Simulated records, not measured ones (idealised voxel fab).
process module | voxel fin reveal
cross-section cut | 275 nm wide | cells 5 nm
A cross-section is a grid of square cells, given in bands from the top down. A band is one or more rows of cells.
Each band's line starts with the height of the band's top and of its bottom, in nm. Then come its materials from left to right, each with its width in nm. One material with "throughout" fills the band from edge to edge. "air" is empty space.
Height 0 is the level under which the wafer as received is all one material. The lowest band goes on downwards, as in "0 down".
A width such as "30 to 40" changes by the same amount from each row of cells to the next, from the band's top row to its bottom row.
"no change" after a step means that no cell of the cross-section changed.
closed voids: empty space of 8 cells or more with no open way to the top, each as width x height at its distance from the left edge, in nm
after a step's settings: what the simulator itself notes on the step
overlay nm, on a step with a mask: how far to the right of its planned place the mask lay; to the left if negative
plan
1 op RECEIVE | material Si
2 op CONFORMAL_DEP | material SiN | thk nm 5
3 op MASKED_ETCH | tone cover | mask id FINS | width nm 15 | pitch nm 40 | etch materials SiN | depth nm 5 | overlay nm 0
4 op MASKED_ETCH | tone cover | mask id FINS | width nm 15 | pitch nm 40 | etch materials Si | depth nm 35 | overlay nm 0
5 op FILL_DEP | material SiO2 | thk nm 10
6 op CMP | height nm 5
7 op SELECTIVE_ETCH | etch materials SiO2 | depth nm 25
8 op STRIP | etch materials SiN
9 op CONFORMAL_DEP | material HfO2 | thk nm 5
first wafer, as planned
as received, after step 1
  0 down: Si throughout
  closed voids: none
after step 2
  5 to 0: SiN throughout
  below 0: unchanged
after step 3
  5 to 0: air 110 | SiN 15 | air 25 | SiN 15 | air 110
  below 0: unchanged
after step 4
  5 to 0: air 110 | SiN 15 | air 25 | SiN 15 | air 110
  0 to -35: air 110 | Si 15 | air 25 | Si 15 | air 110
  below -35: unchanged
after step 5
  15 to 5: SiO2 throughout
  5 to 0: SiO2 110 | SiN 15 | SiO2 25 | SiN 15 | SiO2 110
  0 to -35: SiO2 110 | Si 15 | SiO2 25 | Si 15 | SiO2 110
  below -35: unchanged
after step 6
  5 to 0: SiO2 110 | SiN 15 | SiO2 25 | SiN 15 | SiO2 110
  below 0: unchanged
after step 7
  5 to 0: air 110 | SiN 15 | air 25 | SiN 15 | air 110
  0 to -20: air 110 | Si 15 | air 25 | Si 15 | air 110
  below -20: unchanged
after step 8
  0 to -20: air 110 | Si 15 | air 25 | Si 15 | air 110
  below -20: unchanged
after step 9
  5 to 0: air 105 | HfO2 25 | air 15 | HfO2 25 | air 105
  0 to -15: air 105 | HfO2 5 | Si 15 | HfO2 5 | air 15 | HfO2 5 | Si 15 | HfO2 5 | air 105
  -15 to -20: HfO2 110 | Si 15 | HfO2 25 | Si 15 | HfO2 110
  below -20: unchanged
second wafer: like start, like plan, one mistake. Through step 1 it matches the first wafer
when step 2 should have ended
  5 to 0: HfO2 throughout
  below 0: unchanged
when step 3 should have ended: no change
when step 4 should have ended: no change
when step 5 should have ended
  15 to 5: SiO2 throughout
  below 5: unchanged
when step 6 should have ended
  5 to 0: HfO2 throughout
  below 0: unchanged
when step 7 should have ended: no change
when step 8 should have ended: no change
when step 9 should have ended
  10 to 0: HfO2 throughout
  below 0: unchanged
what went wrong: step 2 ran as: op CONFORMAL_DEP | material HfO2 | thk nm 5
at the end the second wafer has, in cells: 39 more of HfO2 | 343 more of Si | 147 fewer of SiO2
